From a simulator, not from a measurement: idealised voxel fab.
process module | voxel self aligned contacts
cross-section cut | 230 nm wide | cells 5 nm
A cross-section is a grid of square cells, given in bands from the top down. A band is one or more rows of cells.
Each band's line starts with the height of the band's top and of its bottom, in nm. Then come its materials from left to right, each with its width in nm. One material with "throughout" fills the band from edge to edge. "air" is empty space.
Height 0 is the level under which the wafer as received is all one material. The lowest band goes on downwards, as in "0 down".
A width such as "30 to 40" changes by the same amount from each row of cells to the next, from the band's top row to its bottom row.
"no change" after a step means that no cell of the cross-section changed.
closed voids: empty space of 8 cells or more with no open way to the top, each as width x height at its distance from the left edge, in nm
after a step's settings: what the simulator itself notes on the step
overlay nm, on a step with a mask: how far to the right of its planned place the mask lay; to the left if negative
plan
1 op RECEIVE | material Si
2 op OXIDIZE | depth nm 5
3 op DIRECTIONAL_DEP | material polySi | thk nm 30
4 op DIRECTIONAL_DEP | material SiN | thk nm 25
5 op MASKED_ETCH | tone cover | mask id GATE | width nm 35 | pitch nm 80 | etch materials SiN | depth nm 25 | overlay nm 0
6 op MASKED_ETCH | tone cover | mask id GATE | width nm 35 | pitch nm 80 | etch materials polySi | depth nm 30 | overlay nm 0
7 op CONFORMAL_DEP | material SiN | thk nm 10
8 op DIRECTIONAL_ETCH | etch materials SiN | depth nm 10
9 op FILL_DEP | material SiO2 | thk nm 15
10 op CMP | height nm 65
11 op PATTERN | tone open | mask id CONTACT | material resist | width nm 65 | pitch nm 80 | thk nm 15 | overlay nm 0
12 op DIRECTIONAL_ETCH | etch materials SiO2 | depth nm 70
13 op STRIP | etch materials resist
14 op CONFORMAL_DEP | material TiN | thk nm 5
15 op FILL_DEP | material Ru | thk nm 5
16 op CMP | height nm 65
17 op CONFORMAL_DEP | material SiCN | thk nm 5
as received, after step 1
  0 down: Si throughout
  closed voids: none
a wafer at the end: this start, this plan, one mistake
  70 to 65: SiCN throughout
  65 to 55: SiO2 45 | TiN 5 to 20 | Ru 55 to 15 | TiN 5 to 30 | SiO2 15 | TiN 5 to 20 | Ru 55 to 15 | TiN 5 to 30 | SiO2 40
  55 to 30: SiO2 5 | SiN 55 | TiN 5 | Ru 15 | TiN 5 | SiN 55 | TiN 5 | Ru 15 | TiN 5 | SiN 55 | SiO2 10
  30 to 0: SiO2 5 | SiN 10 | polySi 35 | SiN 10 | TiN 5 | Ru 15 | TiN 5 | SiN 10 | polySi 35 | SiN 10 | TiN 5 | Ru 15 | TiN 5 | SiN 10 | polySi 35 | SiN 10 | SiO2 10
  0 to -5: SiO2 60 | TiN 25 | SiO2 55 | TiN 25 | SiO2 65
  -5 down: Si throughout
  closed voids: none
what went wrong: step 11 ran as: op PATTERN | tone open | mask id CONTACT | material resist | width nm 65 | pitch nm 80 | thk nm 15 | overlay nm 5
